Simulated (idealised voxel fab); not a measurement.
process module | voxel wiring stack
cross-section cut | 250 nm wide | cells 5 nm
A cross-section is a grid of square cells, given in bands from the top down. A band is one or more rows of cells.
Each band's line starts with the height of the band's top and of its bottom, in nm. Then come its materials from left to right, each with its width in nm. One material with "throughout" fills the band from edge to edge. "air" is empty space.
Height 0 is the level under which the wafer as received is all one material. The lowest band goes on downwards, as in "0 down".
A width such as "30 to 40" changes by the same amount from each row of cells to the next, from the band's top row to its bottom row.
"no change" after a step means that no cell of the cross-section changed.
closed voids: empty space of 8 cells or more with no open way to the top, each as width x height at its distance from the left edge, in nm
after a step's settings: what the simulator itself notes on the step
overlay nm, on a step with a mask: how far to the right of its planned place the mask lay; to the left if negative
plan
1 op RECEIVE | material Si
2 op CONFORMAL_DEP | material SiO2 | thk nm 10
3 op CONFORMAL_DEP | material SiN | thk nm 5
4 op DIRECTIONAL_DEP | material lowk | thk nm 20
5 op DIRECTIONAL_DEP | material aC | thk nm 15
6 op PATTERN | tone open | mask id METAL_1 | material resist | width nm 25 | pitch nm 50 | thk nm 30 | overlay nm 0
7 op DIRECTIONAL_ETCH | etch materials aC | depth nm 15
8 op STRIP | etch materials resist
9 op DIRECTIONAL_ETCH | etch materials lowk | depth nm 20
10 op DIRECTIONAL_ETCH | etch materials SiN | depth nm 5
11 op STRIP | etch materials aC
12 op CONFORMAL_DEP | material TiN | thk nm 5
13 op FILL_DEP | material Cu | thk nm 5
14 op CMP | height nm 35
15 op CONFORMAL_DEP | material SiCN | thk nm 5
16 op DIRECTIONAL_DEP | material lowk | thk nm 25
17 op DIRECTIONAL_DEP | material aC | thk nm 15
18 op PATTERN | tone open | mask id METAL_2_HOLES | material resist | width nm 15 | pitch nm 100 | thk nm 35 | overlay nm 0
19 op DIRECTIONAL_ETCH | etch materials aC | depth nm 15
20 op STRIP | etch materials resist
21 op DIRECTIONAL_ETCH | etch materials lowk | depth nm 25
22 op STRIP | etch materials aC
23 op PATTERN | tone open | mask id METAL_2 | material resist | width nm 25 | pitch nm 50 | thk nm 15 | overlay nm 0
24 op DIRECTIONAL_ETCH | etch materials lowk | depth nm 15
25 op DIRECTIONAL_ETCH | etch materials SiCN | depth nm 5
26 op STRIP | etch materials resist
27 op CONFORMAL_DEP | material TiN | thk nm 5
28 op FILL_DEP | material Ru | thk nm 5
29 op CMP | height nm 65
30 op CONFORMAL_DEP | material SiCN | thk nm 5
31 op DIRECTIONAL_DEP | material lowk | thk nm 35
32 op DIRECTIONAL_DEP | material aC | thk nm 15
33 op PATTERN | tone open | mask id METAL_3 | material resist | width nm 25 | pitch nm 50 | thk nm 30 | overlay nm 0
34 op DIRECTIONAL_ETCH | etch materials aC | depth nm 15
35 op STRIP | etch materials resist
36 op DIRECTIONAL_ETCH | etch materials lowk | depth nm 20
37 op STRIP | etch materials aC
38 op MASKED_ETCH | tone open | mask id METAL_3_HOLES | width nm 15 | pitch nm 100 | etch materials lowk | depth nm 15 | overlay nm 0
39 op MASKED_ETCH | tone open | mask id METAL_3_HOLES | width nm 15 | pitch nm 100 | etch materials SiCN | depth nm 5 | overlay nm 0
40 op CONFORMAL_DEP | material TiN | thk nm 5
41 op FILL_DEP | material Cu | thk nm 10
42 op CMP | height nm 105
43 op CONFORMAL_DEP | material SiCN | thk nm 5
44 op DIRECTIONAL_DEP | material SiO2 | thk nm 35
45 op PATTERN | tone open | mask id METAL_4 | material resist | width nm 25 | pitch nm 50 | thk nm 20 | overlay nm 0
46 op DIRECTIONAL_ETCH | etch materials SiO2 | depth nm 20
47 op STRIP | etch materials resist
48 op MASKED_ETCH | tone open | mask id METAL_4_HOLES | width nm 15 | pitch nm 50 | etch materials SiO2 | depth nm 15 | overlay nm 0
49 op MASKED_ETCH | tone open | mask id METAL_4_HOLES | width nm 15 | pitch nm 50 | etch materials SiCN | depth nm 5 | overlay nm 0
50 op CONFORMAL_DEP | material TiN | thk nm 5
51 op FILL_DEP | material Cu | thk nm 10
52 op CMP | height nm 145
53 op CONFORMAL_DEP | material SiCN | thk nm 5
first wafer, as planned
as received, after step 1
  0 down: Si throughout
  closed voids: none
after step 2
  10 to 0: SiO2 throughout
  below 0: unchanged
after step 3
  15 to 10: SiN throughout
  below 10: unchanged
after step 4
  35 to 15: lowk throughout
  below 15: unchanged
after step 5
  50 to 35: aC throughout
  below 35: unchanged
after step 6
  80 to 50: resist 35 | air 25 | resist 25 | air 25 | resist 25 | air 25 | resist 25 | air 25 | resist 40
  below 50: unchanged
after step 7
  65 to 50: resist 35 | air 25 | resist 25 | air 25 | resist 25 | air 25 | resist 25 | air 25 | resist 40
  50 to 35: aC 35 | air 25 | aC 25 | air 25 | aC 25 | air 25 | aC 25 | air 25 | aC 40
  below 35: unchanged
after step 8
  50 to 35: aC 35 | air 25 | aC 25 | air 25 | aC 25 | air 25 | aC 25 | air 25 | aC 40
  below 35: unchanged
after step 9
  50 to 35: aC 35 | air 25 | aC 25 | air 25 | aC 25 | air 25 | aC 25 | air 25 | aC 40
  35 to 15: lowk 35 | air 25 | lowk 25 | air 25 | lowk 25 | air 25 | lowk 25 | air 25 | lowk 40
  below 15: unchanged
after step 10
  50 to 35: aC 35 | air 25 | aC 25 | air 25 | aC 25 | air 25 | aC 25 | air 25 | aC 40
  35 to 15: lowk 35 | air 25 | lowk 25 | air 25 | lowk 25 | air 25 | lowk 25 | air 25 | lowk 40
  15 to 10: SiN 35 | air 25 | SiN 25 | air 25 | SiN 25 | air 25 | SiN 25 | air 25 | SiN 40
  below 10: unchanged
after step 11
  35 to 15: lowk 35 | air 25 | lowk 25 | air 25 | lowk 25 | air 25 | lowk 25 | air 25 | lowk 40
  below 15: unchanged
after step 12
  40 to 35: TiN 40 | air 15 | TiN 35 | air 15 | TiN 35 | air 15 | TiN 35 | air 15 | TiN 45
  35 to 15: lowk 35 | TiN 5 | air 15 | TiN 5 | lowk 25 | TiN 5 | air 15 | TiN 5 | lowk 25 | TiN 5 | air 15 | TiN 5 | lowk 25 | TiN 5 | air 15 | TiN 5 | lowk 40
  15 to 10: SiN 35 | TiN 25 | SiN 25 | TiN 25 | SiN 25 | TiN 25 | SiN 25 | TiN 25 | SiN 40
  below 10: unchanged
after step 13
  45 to 40: Cu throughout
  40 to 35: TiN 40 | Cu 15 | TiN 35 | Cu 15 | TiN 35 | Cu 15 | TiN 35 | Cu 15 | TiN 45
  35 to 15: lowk 35 | TiN 5 | Cu 15 | TiN 5 | lowk 25 | TiN 5 | Cu 15 | TiN 5 | lowk 25 | TiN 5 | Cu 15 | TiN 5 | lowk 25 | TiN 5 | Cu 15 | TiN 5 | lowk 40
  below 15: unchanged
after step 14
  35 to 15: lowk 35 | TiN 5 | Cu 15 | TiN 5 | lowk 25 | TiN 5 | Cu 15 | TiN 5 | lowk 25 | TiN 5 | Cu 15 | TiN 5 | lowk 25 | TiN 5 | Cu 15 | TiN 5 | lowk 40
  below 15: unchanged
after step 15
  40 to 35: SiCN throughout
  below 35: unchanged
after step 16
  65 to 40: lowk throughout
  below 40: unchanged
after step 17
  80 to 65: aC throughout
  below 65: unchanged
after step 18
  115 to 80: resist 35 | air 15 | resist 85 | air 15 | resist 100
  below 80: unchanged
after step 19
  100 to 80: resist 35 | air 15 | resist 85 | air 15 | resist 100
  80 to 65: aC 35 | air 15 | aC 85 | air 15 | aC 100
  below 65: unchanged
after step 20
  80 to 65: aC 35 | air 15 | aC 85 | air 15 | aC 100
  below 65: unchanged
after step 21
  80 to 65: aC 35 | air 15 | aC 85 | air 15 | aC 100
  65 to 40: lowk 35 | air 15 | lowk 85 | air 15 | lowk 100
  below 40: unchanged
after step 22
  65 to 40: lowk 35 | air 15 | lowk 85 | air 15 | lowk 100
  below 40: unchanged
after step 23
  80 to 65: resist 35 | air 25 | resist 25 | air 25 | resist 25 | air 25 | resist 25 | air 25 | resist 40
  below 65: unchanged
after step 24
  80 to 65: resist 35 | air 25 | resist 25 | air 25 | resist 25 | air 25 | resist 25 | air 25 | resist 40
  65 to 50: lowk 35 | air 25 | lowk 25 | air 25 | lowk 25 | air 25 | lowk 25 | air 25 | lowk 40
  below 50: unchanged
after step 25
  80 to 65: resist 35 | air 25 | resist 25 | air 25 | resist 25 | air 25 | resist 25 | air 25 | resist 40
  65 to 50: lowk 35 | air 25 | lowk 25 | air 25 | lowk 25 | air 25 | lowk 25 | air 25 | lowk 40
  50 to 40: lowk 35 | air 15 | lowk 85 | air 15 | lowk 100
  40 to 35: SiCN 35 | air 15 | SiCN 85 | air 15 | SiCN 100
  below 35: unchanged
after step 26
  65 to 50: lowk 35 | air 25 | lowk 25 | air 25 | lowk 25 | air 25 | lowk 25 | air 25 | lowk 40
  below 50: unchanged
after step 27
  70 to 65: TiN 40 | air 15 | TiN 35 | air 15 | TiN 35 | air 15 | TiN 35 | air 15 | TiN 45
  65 to 55: lowk 35 | TiN 5 | air 15 | TiN 5 | lowk 25 | TiN 5 | air 15 | TiN 5 | lowk 25 | TiN 5 | air 15 | TiN 5 | lowk 25 | TiN 5 | air 15 | TiN 5 | lowk 40
  55 to 50: lowk 35 | TiN 5 | air 5 | TiN 15 | lowk 25 | TiN 25 | lowk 25 | TiN 5 | air 5 | TiN 15 | lowk 25 | TiN 25 | lowk 40
  50 to 40: lowk 35 | TiN 5 | air 5 | TiN 5 | lowk 85 | TiN 5 | air 5 | TiN 5 | lowk 100
  40 to 35: SiCN 35 | TiN 15 | SiCN 85 | TiN 15 | SiCN 100
  below 35: unchanged
after step 28
  75 to 70: Ru throughout
  70 to 65: TiN 40 | Ru 15 | TiN 35 | Ru 15 | TiN 35 | Ru 15 | TiN 35 | Ru 15 | TiN 45
  65 to 55: lowk 35 | TiN 5 | Ru 15 | TiN 5 | lowk 25 | TiN 5 | Ru 15 | TiN 5 | lowk 25 | TiN 5 | Ru 15 | TiN 5 | lowk 25 | TiN 5 | Ru 15 | TiN 5 | lowk 40
  55 to 50: lowk 35 | TiN 5 | Ru 5 | TiN 15 | lowk 25 | TiN 25 | lowk 25 | TiN 5 | Ru 5 | TiN 15 | lowk 25 | TiN 25 | lowk 40
  50 to 40: lowk 35 | TiN 5 | Ru 5 | TiN 5 | lowk 85 | TiN 5 | Ru 5 | TiN 5 | lowk 100
  below 40: unchanged
after step 29
  65 to 55: lowk 35 | TiN 5 | Ru 15 | TiN 5 | lowk 25 | TiN 5 | Ru 15 | TiN 5 | lowk 25 | TiN 5 | Ru 15 | TiN 5 | lowk 25 | TiN 5 | Ru 15 | TiN 5 | lowk 40
  below 55: unchanged
after step 30
  70 to 65: SiCN throughout
  below 65: unchanged
after step 31
  105 to 70: lowk throughout
  below 70: unchanged
after step 32
  120 to 105: aC throughout
  below 105: unchanged
after step 33
  150 to 120: resist 35 | air 25 | resist 25 | air 25 | resist 25 | air 25 | resist 25 | air 25 | resist 40
  below 120: unchanged
after step 34
  135 to 120: resist 35 | air 25 | resist 25 | air 25 | resist 25 | air 25 | resist 25 | air 25 | resist 40
  120 to 105: aC 35 | air 25 | aC 25 | air 25 | aC 25 | air 25 | aC 25 | air 25 | aC 40
  below 105: unchanged
after step 35
  120 to 105: aC 35 | air 25 | aC 25 | air 25 | aC 25 | air 25 | aC 25 | air 25 | aC 40
  below 105: unchanged
after step 36
  120 to 105: aC 35 | air 25 | aC 25 | air 25 | aC 25 | air 25 | aC 25 | air 25 | aC 40
  105 to 85: lowk 35 | air 25 | lowk 25 | air 25 | lowk 25 | air 25 | lowk 25 | air 25 | lowk 40
  below 85: unchanged
after step 37
  105 to 85: lowk 35 | air 25 | lowk 25 | air 25 | lowk 25 | air 25 | lowk 25 | air 25 | lowk 40
  below 85: unchanged
after step 38
  105 to 85: lowk 35 | air 25 | lowk 25 | air 25 | lowk 25 | air 25 | lowk 25 | air 25 | lowk 40
  85 to 70: lowk 35 | air 15 | lowk 85 | air 15 | lowk 100
  below 70: unchanged
after step 39
  105 to 85: lowk 35 | air 25 | lowk 25 | air 25 | lowk 25 | air 25 | lowk 25 | air 25 | lowk 40
  85 to 70: lowk 35 | air 15 | lowk 85 | air 15 | lowk 100
  70 to 65: SiCN 35 | air 15 | SiCN 85 | air 15 | SiCN 100
  below 65: unchanged
after step 40
  110 to 105: TiN 40 | air 15 | TiN 35 | air 15 | TiN 35 | air 15 | TiN 35 | air 15 | TiN 45
  105 to 90: lowk 35 | TiN 5 | air 15 | TiN 5 | lowk 25 | TiN 5 | air 15 | TiN 5 | lowk 25 | TiN 5 | air 15 | TiN 5 | lowk 25 | TiN 5 | air 15 | TiN 5 | lowk 40
  90 to 85: lowk 35 | TiN 5 | air 5 | TiN 15 | lowk 25 | TiN 25 | lowk 25 | TiN 5 | air 5 | TiN 15 | lowk 25 | TiN 25 | lowk 40
  85 to 70: lowk 35 | TiN 5 | air 5 | TiN 5 | lowk 85 | TiN 5 | air 5 | TiN 5 | lowk 100
  70 to 65: SiCN 35 | TiN 15 | SiCN 85 | TiN 15 | SiCN 100
  below 65: unchanged
after step 41
  120 to 110: Cu throughout
  110 to 105: TiN 40 | Cu 15 | TiN 35 | Cu 15 | TiN 35 | Cu 15 | TiN 35 | Cu 15 | TiN 45
  105 to 90: lowk 35 | TiN 5 | Cu 15 | TiN 5 | lowk 25 | TiN 5 | Cu 15 | TiN 5 | lowk 25 | TiN 5 | Cu 15 | TiN 5 | lowk 25 | TiN 5 | Cu 15 | TiN 5 | lowk 40
  90 to 85: lowk 35 | TiN 5 | Cu 5 | TiN 15 | lowk 25 | TiN 25 | lowk 25 | TiN 5 | Cu 5 | TiN 15 | lowk 25 | TiN 25 | lowk 40
  85 to 70: lowk 35 | TiN 5 | Cu 5 | TiN 5 | lowk 85 | TiN 5 | Cu 5 | TiN 5 | lowk 100
  below 70: unchanged
after step 42
  105 to 90: lowk 35 | TiN 5 | Cu 15 | TiN 5 | lowk 25 | TiN 5 | Cu 15 | TiN 5 | lowk 25 | TiN 5 | Cu 15 | TiN 5 | lowk 25 | TiN 5 | Cu 15 | TiN 5 | lowk 40
  below 90: unchanged
after step 43
  110 to 105: SiCN throughout
  below 105: unchanged
after step 44
  145 to 110: SiO2 throughout
  below 110: unchanged
after step 45
  165 to 145: resist 35 | air 25 | resist 25 | air 25 | resist 25 | air 25 | resist 25 | air 25 | resist 40
  below 145: unchanged
after step 46
  165 to 145: resist 35 | air 25 | resist 25 | air 25 | resist 25 | air 25 | resist 25 | air 25 | resist 40
  145 to 125: SiO2 35 | air 25 | SiO2 25 | air 25 | SiO2 25 | air 25 | SiO2 25 | air 25 | SiO2 40
  below 125: unchanged
after step 47
  145 to 125: SiO2 35 | air 25 | SiO2 25 | air 25 | SiO2 25 | air 25 | SiO2 25 | air 25 | SiO2 40
  below 125: unchanged
after step 48
  145 to 125: SiO2 35 | air 25 | SiO2 25 | air 25 | SiO2 25 | air 25 | SiO2 25 | air 25 | SiO2 40
  125 to 110: SiO2 35 | air 15 | SiO2 35 | air 15 | SiO2 35 | air 15 | SiO2 35 | air 15 | SiO2 50
  below 110: unchanged
after step 49
  145 to 125: SiO2 35 | air 25 | SiO2 25 | air 25 | SiO2 25 | air 25 | SiO2 25 | air 25 | SiO2 40
  125 to 110: SiO2 35 | air 15 | SiO2 35 | air 15 | SiO2 35 | air 15 | SiO2 35 | air 15 | SiO2 50
  110 to 105: SiCN 35 | air 15 | SiCN 35 | air 15 | SiCN 35 | air 15 | SiCN 35 | air 15 | SiCN 50
  below 105: unchanged
after step 50
  150 to 145: TiN 40 | air 15 | TiN 35 | air 15 | TiN 35 | air 15 | TiN 35 | air 15 | TiN 45
  145 to 130: SiO2 35 | TiN 5 | air 15 | TiN 5 | SiO2 25 | TiN 5 | air 15 | TiN 5 | SiO2 25 | TiN 5 | air 15 | TiN 5 | SiO2 25 | TiN 5 | air 15 | TiN 5 | SiO2 40
  130 to 125: SiO2 35 | TiN 5 | air 5 | TiN 15 | SiO2 25 | TiN 5 | air 5 | TiN 15 | SiO2 25 | TiN 5 | air 5 | TiN 15 | SiO2 25 | TiN 5 | air 5 | TiN 15 | SiO2 40
  125 to 110: SiO2 35 | TiN 5 | air 5 | TiN 5 | SiO2 35 | TiN 5 | air 5 | TiN 5 | SiO2 35 | TiN 5 | air 5 | TiN 5 | SiO2 35 | TiN 5 | air 5 | TiN 5 | SiO2 50
  110 to 105: SiCN 35 | TiN 15 | SiCN 35 | TiN 15 | SiCN 35 | TiN 15 | SiCN 35 | TiN 15 | SiCN 50
  below 105: unchanged
after step 51
  160 to 150: Cu throughout
  150 to 145: TiN 40 | Cu 15 | TiN 35 | Cu 15 | TiN 35 | Cu 15 | TiN 35 | Cu 15 | TiN 45
  145 to 130: SiO2 35 | TiN 5 | Cu 15 | TiN 5 | SiO2 25 | TiN 5 | Cu 15 | TiN 5 | SiO2 25 | TiN 5 | Cu 15 | TiN 5 | SiO2 25 | TiN 5 | Cu 15 | TiN 5 | SiO2 40
  130 to 125: SiO2 35 | TiN 5 | Cu 5 | TiN 15 | SiO2 25 | TiN 5 | Cu 5 | TiN 15 | SiO2 25 | TiN 5 | Cu 5 | TiN 15 | SiO2 25 | TiN 5 | Cu 5 | TiN 15 | SiO2 40
  125 to 110: SiO2 35 | TiN 5 | Cu 5 | TiN 5 | SiO2 35 | TiN 5 | Cu 5 | TiN 5 | SiO2 35 | TiN 5 | Cu 5 | TiN 5 | SiO2 35 | TiN 5 | Cu 5 | TiN 5 | SiO2 50
  below 110: unchanged
after step 52
  145 to 130: SiO2 35 | TiN 5 | Cu 15 | TiN 5 | SiO2 25 | TiN 5 | Cu 15 | TiN 5 | SiO2 25 | TiN 5 | Cu 15 | TiN 5 | SiO2 25 | TiN 5 | Cu 15 | TiN 5 | SiO2 40
  below 130: unchanged
after step 53
  150 to 145: SiCN throughout
  below 145: unchanged
second wafer: like start, like plan, one mistake. Through step 15 it matches the first wafer
when step 16 should have ended
  90 to 40: lowk throughout
  below 40: unchanged
when step 17 should have ended
  105 to 90: aC throughout
  below 90: unchanged
when step 18 should have ended
  140 to 105: resist 35 | air 15 | resist 85 | air 15 | resist 100
  below 105: unchanged
when step 19 should have ended
  125 to 105: resist 35 | air 15 | resist 85 | air 15 | resist 100
  105 to 90: aC 35 | air 15 | aC 85 | air 15 | aC 100
  below 90: unchanged
when step 20 should have ended
  105 to 90: aC 35 | air 15 | aC 85 | air 15 | aC 100
  below 90: unchanged
when step 21 should have ended
  105 to 90: aC 35 | air 15 | aC 85 | air 15 | aC 100
  90 to 65: lowk 35 | air 15 | lowk 85 | air 15 | lowk 100
  below 65: unchanged
when step 22 should have ended
  90 to 65: lowk 35 | air 15 | lowk 85 | air 15 | lowk 100
  below 65: unchanged
when step 23 should have ended
  105 to 90: resist 35 | air 25 | resist 25 | air 25 | resist 25 | air 25 | resist 25 | air 25 | resist 40
  below 90: unchanged
when step 24 should have ended
  105 to 90: resist 35 | air 25 | resist 25 | air 25 | resist 25 | air 25 | resist 25 | air 25 | resist 40
  90 to 75: lowk 35 | air 25 | lowk 25 | air 25 | lowk 25 | air 25 | lowk 25 | air 25 | lowk 40
  75 to 50: lowk 35 | air 15 | lowk 85 | air 15 | lowk 100
  below 50: unchanged
when step 25 should have ended: no change
when step 26 should have ended
  90 to 75: lowk 35 | air 25 | lowk 25 | air 25 | lowk 25 | air 25 | lowk 25 | air 25 | lowk 40
  below 75: unchanged
when step 27 should have ended
  95 to 90: TiN 40 | air 15 | TiN 35 | air 15 | TiN 35 | air 15 | TiN 35 | air 15 | TiN 45
  90 to 80: lowk 35 | TiN 5 | air 15 | TiN 5 | lowk 25 | TiN 5 | air 15 | TiN 5 | lowk 25 | TiN 5 | air 15 | TiN 5 | lowk 25 | TiN 5 | air 15 | TiN 5 | lowk 40
  80 to 75: lowk 35 | TiN 5 | air 5 | TiN 15 | lowk 25 | TiN 25 | lowk 25 | TiN 5 | air 5 | TiN 15 | lowk 25 | TiN 25 | lowk 40
  75 to 55: lowk 35 | TiN 5 | air 5 | TiN 5 | lowk 85 | TiN 5 | air 5 | TiN 5 | lowk 100
  55 to 50: lowk 35 | TiN 15 | lowk 85 | TiN 15 | lowk 100
  below 50: unchanged
when step 28 should have ended
  100 to 95: Ru throughout
  95 to 90: TiN 40 | Ru 15 | TiN 35 | Ru 15 | TiN 35 | Ru 15 | TiN 35 | Ru 15 | TiN 45
  90 to 80: lowk 35 | TiN 5 | Ru 15 | TiN 5 | lowk 25 | TiN 5 | Ru 15 | TiN 5 | lowk 25 | TiN 5 | Ru 15 | TiN 5 | lowk 25 | TiN 5 | Ru 15 | TiN 5 | lowk 40
  80 to 75: lowk 35 | TiN 5 | Ru 5 | TiN 15 | lowk 25 | TiN 25 | lowk 25 | TiN 5 | Ru 5 | TiN 15 | lowk 25 | TiN 25 | lowk 40
  75 to 55: lowk 35 | TiN 5 | Ru 5 | TiN 5 | lowk 85 | TiN 5 | Ru 5 | TiN 5 | lowk 100
  below 55: unchanged
when step 29 should have ended
  65 to 55: lowk 35 | TiN 5 | Ru 5 | TiN 5 | lowk 85 | TiN 5 | Ru 5 | TiN 5 | lowk 100
  below 55: unchanged
when step 30 should have ended
  70 to 65: SiCN throughout
  below 65: unchanged
when step 31 should have ended
  105 to 70: lowk throughout
  below 70: unchanged
when step 32 should have ended
  120 to 105: aC throughout
  below 105: unchanged
when step 33 should have ended
  150 to 120: resist 35 | air 25 | resist 25 | air 25 | resist 25 | air 25 | resist 25 | air 25 | resist 40
  below 120: unchanged
when step 34 should have ended
  135 to 120: resist 35 | air 25 | resist 25 | air 25 | resist 25 | air 25 | resist 25 | air 25 | resist 40
  120 to 105: aC 35 | air 25 | aC 25 | air 25 | aC 25 | air 25 | aC 25 | air 25 | aC 40
  below 105: unchanged
when step 35 should have ended
  120 to 105: aC 35 | air 25 | aC 25 | air 25 | aC 25 | air 25 | aC 25 | air 25 | aC 40
  below 105: unchanged
when step 36 should have ended
  120 to 105: aC 35 | air 25 | aC 25 | air 25 | aC 25 | air 25 | aC 25 | air 25 | aC 40
  105 to 85: lowk 35 | air 25 | lowk 25 | air 25 | lowk 25 | air 25 | lowk 25 | air 25 | lowk 40
  below 85: unchanged
when step 37 should have ended
  105 to 85: lowk 35 | air 25 | lowk 25 | air 25 | lowk 25 | air 25 | lowk 25 | air 25 | lowk 40
  below 85: unchanged
when step 38 should have ended
  105 to 85: lowk 35 | air 25 | lowk 25 | air 25 | lowk 25 | air 25 | lowk 25 | air 25 | lowk 40
  85 to 70: lowk 35 | air 15 | lowk 85 | air 15 | lowk 100
  below 70: unchanged
when step 39 should have ended
  105 to 85: lowk 35 | air 25 | lowk 25 | air 25 | lowk 25 | air 25 | lowk 25 | air 25 | lowk 40
  85 to 70: lowk 35 | air 15 | lowk 85 | air 15 | lowk 100
  70 to 65: SiCN 35 | air 15 | SiCN 85 | air 15 | SiCN 100
  below 65: unchanged
when step 40 should have ended
  110 to 105: TiN 40 | air 15 | TiN 35 | air 15 | TiN 35 | air 15 | TiN 35 | air 15 | TiN 45
  105 to 90: lowk 35 | TiN 5 | air 15 | TiN 5 | lowk 25 | TiN 5 | air 15 | TiN 5 | lowk 25 | TiN 5 | air 15 | TiN 5 | lowk 25 | TiN 5 | air 15 | TiN 5 | lowk 40
  90 to 85: lowk 35 | TiN 5 | air 5 | TiN 15 | lowk 25 | TiN 25 | lowk 25 | TiN 5 | air 5 | TiN 15 | lowk 25 | TiN 25 | lowk 40
  85 to 70: lowk 35 | TiN 5 | air 5 | TiN 5 | lowk 85 | TiN 5 | air 5 | TiN 5 | lowk 100
  70 to 65: SiCN 35 | TiN 15 | SiCN 85 | TiN 15 | SiCN 100
  below 65: unchanged
when step 41 should have ended
  120 to 110: Cu throughout
  110 to 105: TiN 40 | Cu 15 | TiN 35 | Cu 15 | TiN 35 | Cu 15 | TiN 35 | Cu 15 | TiN 45
  105 to 90: lowk 35 | TiN 5 | Cu 15 | TiN 5 | lowk 25 | TiN 5 | Cu 15 | TiN 5 | lowk 25 | TiN 5 | Cu 15 | TiN 5 | lowk 25 | TiN 5 | Cu 15 | TiN 5 | lowk 40
  90 to 85: lowk 35 | TiN 5 | Cu 5 | TiN 15 | lowk 25 | TiN 25 | lowk 25 | TiN 5 | Cu 5 | TiN 15 | lowk 25 | TiN 25 | lowk 40
  85 to 70: lowk 35 | TiN 5 | Cu 5 | TiN 5 | lowk 85 | TiN 5 | Cu 5 | TiN 5 | lowk 100
  below 70: unchanged
when step 42 should have ended
  105 to 90: lowk 35 | TiN 5 | Cu 15 | TiN 5 | lowk 25 | TiN 5 | Cu 15 | TiN 5 | lowk 25 | TiN 5 | Cu 15 | TiN 5 | lowk 25 | TiN 5 | Cu 15 | TiN 5 | lowk 40
  below 90: unchanged
when step 43 should have ended
  110 to 105: SiCN throughout
  below 105: unchanged
when step 44 should have ended
  145 to 110: SiO2 throughout
  below 110: unchanged
when step 45 should have ended
  165 to 145: resist 35 | air 25 | resist 25 | air 25 | resist 25 | air 25 | resist 25 | air 25 | resist 40
  below 145: unchanged
when step 46 should have ended
  165 to 145: resist 35 | air 25 | resist 25 | air 25 | resist 25 | air 25 | resist 25 | air 25 | resist 40
  145 to 125: SiO2 35 | air 25 | SiO2 25 | air 25 | SiO2 25 | air 25 | SiO2 25 | air 25 | SiO2 40
  below 125: unchanged
when step 47 should have ended
  145 to 125: SiO2 35 | air 25 | SiO2 25 | air 25 | SiO2 25 | air 25 | SiO2 25 | air 25 | SiO2 40
  below 125: unchanged
when step 48 should have ended
  145 to 125: SiO2 35 | air 25 | SiO2 25 | air 25 | SiO2 25 | air 25 | SiO2 25 | air 25 | SiO2 40
  125 to 110: SiO2 35 | air 15 | SiO2 35 | air 15 | SiO2 35 | air 15 | SiO2 35 | air 15 | SiO2 50
  below 110: unchanged
when step 49 should have ended
  145 to 125: SiO2 35 | air 25 | SiO2 25 | air 25 | SiO2 25 | air 25 | SiO2 25 | air 25 | SiO2 40
  125 to 110: SiO2 35 | air 15 | SiO2 35 | air 15 | SiO2 35 | air 15 | SiO2 35 | air 15 | SiO2 50
  110 to 105: SiCN 35 | air 15 | SiCN 35 | air 15 | SiCN 35 | air 15 | SiCN 35 | air 15 | SiCN 50
  below 105: unchanged
when step 50 should have ended
  150 to 145: TiN 40 | air 15 | TiN 35 | air 15 | TiN 35 | air 15 | TiN 35 | air 15 | TiN 45
  145 to 130: SiO2 35 | TiN 5 | air 15 | TiN 5 | SiO2 25 | TiN 5 | air 15 | TiN 5 | SiO2 25 | TiN 5 | air 15 | TiN 5 | SiO2 25 | TiN 5 | air 15 | TiN 5 | SiO2 40
  130 to 125: SiO2 35 | TiN 5 | air 5 | TiN 15 | SiO2 25 | TiN 5 | air 5 | TiN 15 | SiO2 25 | TiN 5 | air 5 | TiN 15 | SiO2 25 | TiN 5 | air 5 | TiN 15 | SiO2 40
  125 to 110: SiO2 35 | TiN 5 | air 5 | TiN 5 | SiO2 35 | TiN 5 | air 5 | TiN 5 | SiO2 35 | TiN 5 | air 5 | TiN 5 | SiO2 35 | TiN 5 | air 5 | TiN 5 | SiO2 50
  110 to 105: SiCN 35 | TiN 15 | SiCN 35 | TiN 15 | SiCN 35 | TiN 15 | SiCN 35 | TiN 15 | SiCN 50
  below 105: unchanged
when step 51 should have ended
  160 to 150: Cu throughout
  150 to 145: TiN 40 | Cu 15 | TiN 35 | Cu 15 | TiN 35 | Cu 15 | TiN 35 | Cu 15 | TiN 45
  145 to 130: SiO2 35 | TiN 5 | Cu 15 | TiN 5 | SiO2 25 | TiN 5 | Cu 15 | TiN 5 | SiO2 25 | TiN 5 | Cu 15 | TiN 5 | SiO2 25 | TiN 5 | Cu 15 | TiN 5 | SiO2 40
  130 to 125: SiO2 35 | TiN 5 | Cu 5 | TiN 15 | SiO2 25 | TiN 5 | Cu 5 | TiN 15 | SiO2 25 | TiN 5 | Cu 5 | TiN 15 | SiO2 25 | TiN 5 | Cu 5 | TiN 15 | SiO2 40
  125 to 110: SiO2 35 | TiN 5 | Cu 5 | TiN 5 | SiO2 35 | TiN 5 | Cu 5 | TiN 5 | SiO2 35 | TiN 5 | Cu 5 | TiN 5 | SiO2 35 | TiN 5 | Cu 5 | TiN 5 | SiO2 50
  below 110: unchanged
when step 52 should have ended
  145 to 130: SiO2 35 | TiN 5 | Cu 15 | TiN 5 | SiO2 25 | TiN 5 | Cu 15 | TiN 5 | SiO2 25 | TiN 5 | Cu 15 | TiN 5 | SiO2 25 | TiN 5 | Cu 15 | TiN 5 | SiO2 40
  below 130: unchanged
when step 53 should have ended
  150 to 145: SiCN throughout
  below 145: unchanged
what went wrong: step 16 was run twice
at the end the second wafer has, in cells: 26 fewer of Ru | 6 more of SiCN | 34 fewer of TiN | 54 more of lowk
